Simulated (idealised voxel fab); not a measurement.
process module | voxel transistor to metal
cross-section cut | 140 nm wide | cells 5 nm
A cross-section is a grid of square cells, given in bands from the top down. A band is one or more rows of cells.
Each band's line starts with the height of the band's top and of its bottom, in nm. Then come its materials from left to right, each with its width in nm. One material with "throughout" fills the band from edge to edge. "air" is empty space.
Height 0 is the level under which the wafer as received is all one material. The lowest band goes on downwards, as in "0 down".
A width such as "30 to 40" changes by the same amount from each row of cells to the next, from the band's top row to its bottom row.
"no change" after a step means that no cell of the cross-section changed.
closed voids: empty space of 8 cells or more with no open way to the top, each as width x height at its distance from the left edge, in nm
after a step's settings: what the simulator itself notes on the step
overlay nm, on a step with a mask: how far to the right of its planned place the mask lay; to the left if negative
plan
1 op RECEIVE | material Si
2 op CONFORMAL_DEP | material SiO2 | thk nm 5
3 op CONFORMAL_DEP | material SiN | thk nm 15
4 op PATTERN | tone cover | mask id ACTIVE | material resist | width nm 105 | thk nm 20 | overlay nm 0
5 op DIRECTIONAL_ETCH | etch materials SiN | depth nm 15
6 op DIRECTIONAL_ETCH | etch materials SiO2 | depth nm 5
7 op DIRECTIONAL_ETCH | etch materials Si | depth nm 30
8 op STRIP | etch materials resist
9 op FILL_DEP | material SiO2 | thk nm 5
10 op CMP | height nm 20
11 op SELECTIVE_ETCH | etch materials SiO2 | depth nm 5
12 op STRIP | etch materials SiN
13 op SELECTIVE_ETCH | etch materials SiO2 | depth nm 5
14 op OXIDIZE | depth nm 5
15 op DIRECTIONAL_DEP | material polySi | thk nm 25
16 op DIRECTIONAL_DEP | material SiCN | thk nm 10
17 op DIRECTIONAL_DEP | material aC | thk nm 15
18 op PATTERN | tone cover | mask id GATE | material resist | width nm 15 | thk nm 30 | overlay nm 0
19 op DIRECTIONAL_ETCH | etch materials aC | depth nm 15
20 op STRIP | etch materials resist
21 op DIRECTIONAL_ETCH | etch materials SiCN | depth nm 20
22 op DIRECTIONAL_ETCH | etch materials polySi | depth nm 35
23 op STRIP | etch materials aC
24 op CONFORMAL_DEP | material SiN | thk nm 10
25 op DIRECTIONAL_ETCH | etch materials SiN | depth nm 10
26 op DIRECTIONAL_ETCH | etch materials SiO2 | depth nm 5
27 op EPI | material pSi | thk nm 5
28 op FILL_DEP | material SiO2 | thk nm 5
29 op CMP | height nm 35
30 op DIRECTIONAL_DEP | material SiO2 | thk nm 10
31 op DIRECTIONAL_DEP | material aC | thk nm 15
32 op PATTERN | tone open | mask id CONTACT | material resist | width nm 20 | pitch nm 65 | thk nm 30 | overlay nm 0
33 op DIRECTIONAL_ETCH | etch materials aC | depth nm 15
34 op STRIP | etch materials resist
35 op DIRECTIONAL_ETCH | etch materials SiO2 | depth nm 45
36 op STRIP | etch materials aC
37 op CONFORMAL_DEP | material TiN | thk nm 5
38 op FILL_DEP | material W | thk nm 5
39 op CMP | height nm 45
40 op DIRECTIONAL_DEP | material TiN | thk nm 5
41 op DIRECTIONAL_DEP | material W | thk nm 20
42 op MASKED_ETCH | tone cover | mask id METAL_1 | width nm 20 | pitch nm 65 | etch materials W | depth nm 20 | overlay nm 0
43 op MASKED_ETCH | tone cover | mask id METAL_1 | width nm 20 | pitch nm 65 | etch materials TiN | depth nm 5 | overlay nm 0
44 op CONFORMAL_DEP | material SiCN | thk nm 5
45 op FILL_DEP | material SiO2 | thk nm 10
46 op CMP | height nm 70
47 op CONFORMAL_DEP | material SiCN | thk nm 5
as received, after step 1
  0 down: Si throughout
  closed voids: none
a wafer at the end: this start, this plan, one mistake
  75 to 70: SiCN throughout
  70 to 65: SiCN 25 | TiN 20 | SiCN 45 | TiN 20 | SiCN 30
  65 to 45: W throughout
  45 to 35: SiO2 25 | TiN 5 | W 10 | TiN 5 | SiO2 45 | TiN 5 | W 10 | TiN 5 | SiO2 30
  35 to 25: SiO2 25 | TiN 5 | W 10 | TiN 5 | SiO2 5 | SiN 10 | SiCN 15 | SiN 10 | SiO2 5 | TiN 5 | W 10 | TiN 5 | SiO2 30
  25 to 10: SiO2 25 | TiN 5 | W 10 | TiN 5 | SiO2 5 | SiN 10 | polySi 15 | SiN 10 | SiO2 5 | TiN 5 | W 10 | TiN 5 | SiO2 30
  10 to 5: SiO2 10 | SiN 10 | SiO2 5 | TiN 5 | W 10 | TiN 5 | SiO2 5 | SiN 10 | polySi 15 | SiN 10 | SiO2 5 | TiN 5 | W 10 | TiN 5 | SiO2 5 | SiN 10 | SiO2 15
  5 to 0: SiO2 10 | SiN 10 | SiO2 5 | TiN 20 | SiO2 5 | SiN 10 | polySi 15 | SiN 10 | SiO2 5 | TiN 20 | SiO2 5 | SiN 10 | SiO2 15
  0 to -5: SiO2 20 | pSi 30 | SiO2 35 | pSi 30 | SiO2 25
  -5 to -30: SiO2 15 | Si 105 | SiO2 20
  -30 down: Si throughout
  closed voids: none
what went wrong: steps 40 and 41 were swapped
